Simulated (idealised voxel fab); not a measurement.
The following process module bears the name voxel capacitor over wiring.
This is section cut - it's 220 nm across, gridded in 5 nm square cells.
A cross-section is a grid of square cells, given in bands from the top down. A band is one or more rows of cells. Top height, bottom height, nm. Materials left to right, width each, nm. Single material + "throughout" = fills band edge to edge. "blank" = empty. For the purposes of this specification, 0 denotes the height below which the wafer in its as-received condition is composed wholly of one material, and the lowermost band, lacking a lower limit, extends downward without end, as expressed in "0..down". You'd read "30->40" like this: the band's top row of cells is as wide as the first number, its bottom row is as wide as the second, and going down, every row changes width by the same amount as the row before did. "identical to before", as given for a step, is the statement that not any cell of the cross-section underwent a change during that step. In the "Unvented internal voids" entry, you get each enclosed empty space of 8 cells or more, one with no open way to the top, written width x height at distance, distance from the left edge, in nm. Formally, on a step line, whatever follows the settings is a remark that the simulator itself makes on the step. Regarding "overlay nm": on a step with a mask, it is the distance the mask lay to the right of its planned place; a negative value places it to the left.

### The planned process steps are enumerated hereunder
| 1 | RECEIVE, material Si |
| 2 | CONFORMAL_DEP, material SiO2, thk nm 10 |
| 3 | DIRECTIONAL_DEP, material TiN, thk nm 5 |
| 4 | DIRECTIONAL_DEP, material W, thk nm 20 |
| 5 | DIRECTIONAL_DEP, material aC, thk nm 10 |
| 6 | PATTERN, tone cover, mask id METAL_1, material resist, width nm 20, pitch nm 70, thk nm 30, overlay nm 0 |
| 7 | DIRECTIONAL_ETCH, etch materials aC, depth nm 10 |
| 8 | STRIP, etch materials resist |
| 9 | DIRECTIONAL_ETCH, etch materials W, depth nm 20 |
| 10 | DIRECTIONAL_ETCH, etch materials TiN, depth nm 5 |
| 11 | STRIP, etch materials aC |
| 12 | FILL_DEP, material SiO2, thk nm 10 |
| 13 | CMP, height nm 35 |
| 14 | CONFORMAL_DEP, material SiCN, thk nm 5 |
| 15 | DIRECTIONAL_DEP, material SiO2, thk nm 20 |
| 16 | PATTERN, tone open, mask id PLUG_1, material resist, width nm 15, thk nm 20, overlay nm 0 |
| 17 | DIRECTIONAL_ETCH, etch materials SiO2, depth nm 20 |
| 18 | DIRECTIONAL_ETCH, etch materials SiCN, depth nm 5 |
| 19 | STRIP, etch materials resist |
| 20 | CONFORMAL_DEP, material TiN, thk nm 5 |
| 21 | FILL_DEP, material Cu, thk nm 5 |
| 22 | CMP, height nm 60 |
| 23 | DIRECTIONAL_DEP, material TiN, thk nm 10 |
| 24 | DIRECTIONAL_DEP, material HfO2, thk nm 5 |
| 25 | DIRECTIONAL_DEP, material TiN, thk nm 5 |
| 26 | MASKED_ETCH, tone cover, mask id UPPER_PLATE, width nm 55, etch materials TiN, depth nm 5, overlay nm 0 |
| 27 | MASKED_ETCH, tone cover, mask id UPPER_PLATE, width nm 55, etch materials HfO2, depth nm 5, overlay nm 0 |
| 28 | MASKED_ETCH, tone cover, mask id LOWER_PLATE, width nm 65, etch materials TiN, depth nm 10, overlay nm 0 |
| 29 | FILL_DEP, material SiO2, thk nm 20 |
| 30 | CMP, height nm 95 |
| 31 | PATTERN, tone open, mask id PLUG_2, material resist, width nm 15, thk nm 15, overlay nm 0 |
| 32 | DIRECTIONAL_ETCH, etch materials SiO2, depth nm 15 |
| 33 | STRIP, etch materials resist |
| 34 | CONFORMAL_DEP, material TiN, thk nm 5 |
| 35 | FILL_DEP, material Cu, thk nm 10 |
| 36 | CMP, height nm 95 |
| 37 | CONFORMAL_DEP, material SiN, thk nm 5 |

### First wafer, two in total, run as planned

### As-received state of the wafer in cross-section, equivalent to post-step 1
* 0..down = Si throughout
* Unvented internal voids: none

### So this is the wafer cross-section right after step 2
* 10..0 = SiO2 throughout
* Below 0 it's all the same as before, nothing changed down there.

### So this is the wafer cross-section right after step 3
* 15..10 = TiN throughout
* Below 10 it's all the same as before, nothing changed down there.

### So this is the wafer cross-section right after step 4
* 35..15 = W throughout
* Below 15 it's all the same as before, nothing changed down there.

### So this is the wafer cross-section right after step 5
* 45..35 = aC throughout
* Below 35 it's all the same as before, nothing changed down there.

### So this is the wafer cross-section right after step 6
* 75..45 = blank (65) / resist (20) / blank (50) / resist (20) / blank (65)
* Below 45 it's all the same as before, nothing changed down there.

### So this is the wafer cross-section right after step 7
* 65..45 = blank (65) / resist (20) / blank (50) / resist (20) / blank (65)
* 45..35 = blank (65) / aC (20) / blank (50) / aC (20) / blank (65)
* Below 35 it's all the same as before, nothing changed down there.

### So this is the wafer cross-section right after step 8
* 45..35 = blank (65) / aC (20) / blank (50) / aC (20) / blank (65)
* Below 35 it's all the same as before, nothing changed down there.

### So this is the wafer cross-section right after step 9
* 45..35 = blank (65) / aC (20) / blank (50) / aC (20) / blank (65)
* 35..15 = blank (65) / W (20) / blank (50) / W (20) / blank (65)
* Below 15 it's all the same as before, nothing changed down there.

### So this is the wafer cross-section right after step 10
* 45..35 = blank (65) / aC (20) / blank (50) / aC (20) / blank (65)
* 35..15 = blank (65) / W (20) / blank (50) / W (20) / blank (65)
* 15..10 = blank (65) / TiN (20) / blank (50) / TiN (20) / blank (65)
* Below 10 it's all the same as before, nothing changed down there.

### So this is the wafer cross-section right after step 11
* 35..15 = blank (65) / W (20) / blank (50) / W (20) / blank (65)
* Below 15 it's all the same as before, nothing changed down there.

### So this is the wafer cross-section right after step 12
* 45..35 = SiO2 throughout
* 35..15 = SiO2 (65) / W (20) / SiO2 (50) / W (20) / SiO2 (65)
* 15..10 = SiO2 (65) / TiN (20) / SiO2 (50) / TiN (20) / SiO2 (65)
* Below 10 it's all the same as before, nothing changed down there.

### So this is the wafer cross-section right after step 13
* 35..15 = SiO2 (65) / W (20) / SiO2 (50) / W (20) / SiO2 (65)
* Below 15 it's all the same as before, nothing changed down there.

### So this is the wafer cross-section right after step 14
* 40..35 = SiCN throughout
* Below 35 it's all the same as before, nothing changed down there.

### So this is the wafer cross-section right after step 15
* 60..40 = SiO2 throughout
* Below 40 it's all the same as before, nothing changed down there.

### So this is the wafer cross-section right after step 16
* 80..60 = resist (70) / blank (15) / resist (135)
* Below 60 it's all the same as before, nothing changed down there.

### So this is the wafer cross-section right after step 17
* 80..60 = resist (70) / blank (15) / resist (135)
* 60..40 = SiO2 (70) / blank (15) / SiO2 (135)
* Below 40 it's all the same as before, nothing changed down there.

### So this is the wafer cross-section right after step 18
* 80..60 = resist (70) / blank (15) / resist (135)
* 60..40 = SiO2 (70) / blank (15) / SiO2 (135)
* 40..35 = SiCN (70) / blank (15) / SiCN (135)
* Below 35 it's all the same as before, nothing changed down there.

### So this is the wafer cross-section right after step 19
* 60..40 = SiO2 (70) / blank (15) / SiO2 (135)
* Below 40 it's all the same as before, nothing changed down there.

### So this is the wafer cross-section right after step 20
* 65..60 = TiN (75) / blank (5) / TiN (140)
* 60..40 = SiO2 (70) / TiN (5) / blank (5) / TiN (5) / SiO2 (135)
* 40..35 = SiCN (70) / TiN (15) / SiCN (135)
* Below 35 it's all the same as before, nothing changed down there.

### So this is the wafer cross-section right after step 21
* 70..65 = Cu throughout
* 65..60 = TiN (75) / Cu (5) / TiN (140)
* 60..40 = SiO2 (70) / TiN (5) / Cu (5) / TiN (5) / SiO2 (135)
* Below 40 it's all the same as before, nothing changed down there.

### So this is the wafer cross-section right after step 22
* 60..40 = SiO2 (70) / TiN (5) / Cu (5) / TiN (5) / SiO2 (135)
* Below 40 it's all the same as before, nothing changed down there.

### So this is the wafer cross-section right after step 23
* 70..60 = TiN throughout
* Below 60 it's all the same as before, nothing changed down there.

### So this is the wafer cross-section right after step 24
* 75..70 = HfO2 throughout
* Below 70 it's all the same as before, nothing changed down there.

### So this is the wafer cross-section right after step 25
* 80..75 = TiN throughout
* Below 75 it's all the same as before, nothing changed down there.

### So this is the wafer cross-section right after step 26
* 80..75 = blank (70) / TiN (55) / blank (95)
* Below 75 it's all the same as before, nothing changed down there.

### So this is the wafer cross-section right after step 27
* 80..75 = blank (70) / TiN (55) / blank (95)
* 75..70 = blank (70) / HfO2 (55) / blank (95)
* Below 70 it's all the same as before, nothing changed down there.

### So this is the wafer cross-section right after step 28
* 80..75 = blank (70) / TiN (55) / blank (95)
* 75..70 = blank (70) / HfO2 (55) / blank (95)
* 70..60 = blank (65) / TiN (65) / blank (90)
* Below 60 it's all the same as before, nothing changed down there.

### So this is the wafer cross-section right after step 29
* 100..80 = SiO2 throughout
* 80..75 = SiO2 (70) / TiN (55) / SiO2 (95)
* 75..70 = SiO2 (70) / HfO2 (55) / SiO2 (95)
* 70..60 = SiO2 (65) / TiN (65) / SiO2 (90)
* Below 60 it's all the same as before, nothing changed down there.

### So this is the wafer cross-section right after step 30
* 95..80 = SiO2 throughout
* Below 80 it's all the same as before, nothing changed down there.

### So this is the wafer cross-section right after step 31
* 110..95 = resist (80) / blank (15) / resist (125)
* Below 95 it's all the same as before, nothing changed down there.

### So this is the wafer cross-section right after step 32
* 110..95 = resist (80) / blank (15) / resist (125)
* 95..80 = SiO2 (80) / blank (15) / SiO2 (125)
* Below 80 it's all the same as before, nothing changed down there.

### So this is the wafer cross-section right after step 33
* 95..80 = SiO2 (80) / blank (15) / SiO2 (125)
* Below 80 it's all the same as before, nothing changed down there.

### So this is the wafer cross-section right after step 34
* 100..95 = TiN (85) / blank (5) / TiN (130)
* 95..85 = SiO2 (80) / TiN (5) / blank (5) / TiN (5) / SiO2 (125)
* 85..75 = SiO2 (80->70) / TiN (15->55) / SiO2 (125->95)
* Below 75 it's all the same as before, nothing changed down there.

### So this is the wafer cross-section right after step 35
* 110..100 = Cu throughout
* 100..95 = TiN (85) / Cu (5) / TiN (130)
* 95..85 = SiO2 (80) / TiN (5) / Cu (5) / TiN (5) / SiO2 (125)
* Below 85 it's all the same as before, nothing changed down there.

### So this is the wafer cross-section right after step 36
* 95..85 = SiO2 (80) / TiN (5) / Cu (5) / TiN (5) / SiO2 (125)
* Below 85 it's all the same as before, nothing changed down there.

### So this is the wafer cross-section right after step 37
* 100..95 = SiN throughout
* Below 95 it's all the same as before, nothing changed down there.

### Now the other wafer: same start, same recipe, but we messed up one thing when running it. Up to and including step 20 it's the same as the first one

### Second wafer: cross-section at the scheduled end of step 21
* 70..65 = SiN throughout
* 65..60 = TiN (75) / SiN (5) / TiN (140)
* 60..40 = SiO2 (70) / TiN (5) / SiN (5) / TiN (5) / SiO2 (135)
* Below 40 it's all the same as before, nothing changed down there.

### Second wafer: cross-section at the scheduled end of step 22
* 60..40 = SiO2 (70) / TiN (5) / SiN (5) / TiN (5) / SiO2 (135)
* Below 40 it's all the same as before, nothing changed down there.

### Second wafer: cross-section at the scheduled end of step 23
* 70..60 = TiN throughout
* Below 60 it's all the same as before, nothing changed down there.

### Second wafer: cross-section at the scheduled end of step 24
* 75..70 = HfO2 throughout
* Below 70 it's all the same as before, nothing changed down there.

### Second wafer: cross-section at the scheduled end of step 25
* 80..75 = TiN throughout
* Below 75 it's all the same as before, nothing changed down there.

### Second wafer: cross-section at the scheduled end of step 26
* 80..75 = blank (70) / TiN (55) / blank (95)
* Below 75 it's all the same as before, nothing changed down there.

### Second wafer: cross-section at the scheduled end of step 27
* 80..75 = blank (70) / TiN (55) / blank (95)
* 75..70 = blank (70) / HfO2 (55) / blank (95)
* Below 70 it's all the same as before, nothing changed down there.

### Second wafer: cross-section at the scheduled end of step 28
* 80..75 = blank (70) / TiN (55) / blank (95)
* 75..70 = blank (70) / HfO2 (55) / blank (95)
* 70..60 = blank (65) / TiN (65) / blank (90)
* Below 60 it's all the same as before, nothing changed down there.

### Second wafer: cross-section at the scheduled end of step 29
* 100..80 = SiO2 throughout
* 80..75 = SiO2 (70) / TiN (55) / SiO2 (95)
* 75..70 = SiO2 (70) / HfO2 (55) / SiO2 (95)
* 70..60 = SiO2 (65) / TiN (65) / SiO2 (90)
* Below 60 it's all the same as before, nothing changed down there.

### Second wafer: cross-section at the scheduled end of step 30
* 95..80 = SiO2 throughout
* Below 80 it's all the same as before, nothing changed down there.

### Second wafer: cross-section at the scheduled end of step 31
* 110..95 = resist (80) / blank (15) / resist (125)
* Below 95 it's all the same as before, nothing changed down there.

### Second wafer: cross-section at the scheduled end of step 32
* 110..95 = resist (80) / blank (15) / resist (125)
* 95..80 = SiO2 (80) / blank (15) / SiO2 (125)
* Below 80 it's all the same as before, nothing changed down there.

### Second wafer: cross-section at the scheduled end of step 33
* 95..80 = SiO2 (80) / blank (15) / SiO2 (125)
* Below 80 it's all the same as before, nothing changed down there.

### Second wafer: cross-section at the scheduled end of step 34
* 100..95 = TiN (85) / blank (5) / TiN (130)
* 95..85 = SiO2 (80) / TiN (5) / blank (5) / TiN (5) / SiO2 (125)
* 85..75 = SiO2 (80->70) / TiN (15->55) / SiO2 (125->95)
* Below 75 it's all the same as before, nothing changed down there.

### Second wafer: cross-section at the scheduled end of step 35
* 110..100 = Cu throughout
* 100..95 = TiN (85) / Cu (5) / TiN (130)
* 95..85 = SiO2 (80) / TiN (5) / Cu (5) / TiN (5) / SiO2 (125)
* Below 85 it's all the same as before, nothing changed down there.

### Second wafer: cross-section at the scheduled end of step 36
* 95..85 = SiO2 (80) / TiN (5) / Cu (5) / TiN (5) / SiO2 (125)
* Below 85 it's all the same as before, nothing changed down there.

### Second wafer: cross-section at the scheduled end of step 37
* 100..95 = SiN throughout
* Below 95 it's all the same as before, nothing changed down there.
It is concluded that the wafer was processed incorrectly with respect to the plan, in that planned and actual differ for step 21; actual: FILL_DEP, material SiN, thk nm 5
Counted in cells at the end, the second wafer holds more or fewer of these materials than the first: 4 fewer of Cu; 4 more of SiN
